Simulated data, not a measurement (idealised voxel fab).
process module | voxel plated lines
cross-section cut | 180 nm wide | cells 5 nm
A cross-section is a grid of square cells, given in bands from the top down. A band is one or more rows of cells.
Each band's line starts with the height of the band's top and of its bottom, in nm. Then come its materials from left to right, each with its width in nm. One material with "throughout" fills the band from edge to edge. "air" is empty space.
Height 0 is the level under which the wafer as received is all one material. The lowest band goes on downwards, as in "0 down".
A width such as "30 to 40" changes by the same amount from each row of cells to the next, from the band's top row to its bottom row.
"no change" after a step means that no cell of the cross-section changed.
closed voids: empty space of 8 cells or more with no open way to the top, each as width x height at its distance from the left edge, in nm
after a step's settings: what the simulator itself notes on the step
overlay nm, on a step with a mask: how far to the right of its planned place the mask lay; to the left if negative
plan
1 op RECEIVE | material Si
2 op CONFORMAL_DEP | material SiN | thk nm 10
3 op DIRECTIONAL_DEP | material TiN | thk nm 5
4 op PATTERN | tone open | mask id LINES | material resist | width nm 15 | pitch nm 40 | thk nm 30 | overlay nm 0
5 op EPI | material Ru | thk nm 10
6 op EPI | material Ru | thk nm 10
7 op STRIP | etch materials resist
8 op DIRECTIONAL_ETCH | etch materials TiN | depth nm 5
9 op CONFORMAL_DEP | material SiCN | thk nm 10
as received, after step 1
  0 down: Si throughout
  closed voids: none
first wafer at the end, as planned
  45 to 35: air 10 | SiCN 35 | air 5 | SiCN 35 | air 5 | SiCN 35 | air 5 | SiCN 35 | air 15
  35 to 20: air 10 | SiCN 10 | Ru 15 | SiCN 10 | air 5 | SiCN 10 | Ru 15 | SiCN 10 | air 5 | SiCN 10 | Ru 15 | SiCN 10 | air 5 | SiCN 10 | Ru 15 | SiCN 10 | air 15
  20 to 15: SiCN 20 | Ru 15 | SiCN 25 | Ru 15 | SiCN 25 | Ru 15 | SiCN 25 | Ru 15 | SiCN 25
  15 to 10: SiCN 20 | TiN 15 | SiCN 25 | TiN 15 | SiCN 25 | TiN 15 | SiCN 25 | TiN 15 | SiCN 25
  10 to 0: SiN throughout
  0 down: Si throughout
  closed voids: none
second wafer at the end: like start, like plan, one mistake
  45 to 35: air 20 | SiCN 35 | air 5 | SiCN 35 | air 5 | SiCN 35 | air 5 | SiCN 35 | air 5
  35 to 20: air 20 | SiCN 10 | Ru 15 | SiCN 10 | air 5 | SiCN 10 | Ru 15 | SiCN 10 | air 5 | SiCN 10 | Ru 15 | SiCN 10 | air 5 | SiCN 10 | Ru 15 | SiCN 10 | air 5
  20 to 15: SiCN 30 | Ru 15 | SiCN 25 | Ru 15 | SiCN 25 | Ru 15 | SiCN 25 | Ru 15 | SiCN 15
  15 to 10: SiCN 30 | TiN 15 | SiCN 25 | TiN 15 | SiCN 25 | TiN 15 | SiCN 25 | TiN 15 | SiCN 15
  10 to 0: SiN throughout
  0 down: Si throughout
  closed voids: none
what went wrong: step 4 ran as: op PATTERN | tone open | mask id LINES | material resist | width nm 15 | pitch nm 40 | thk nm 30 | overlay nm 10
at the end the second wafer has, in cells: as many of each material as the first, in other places
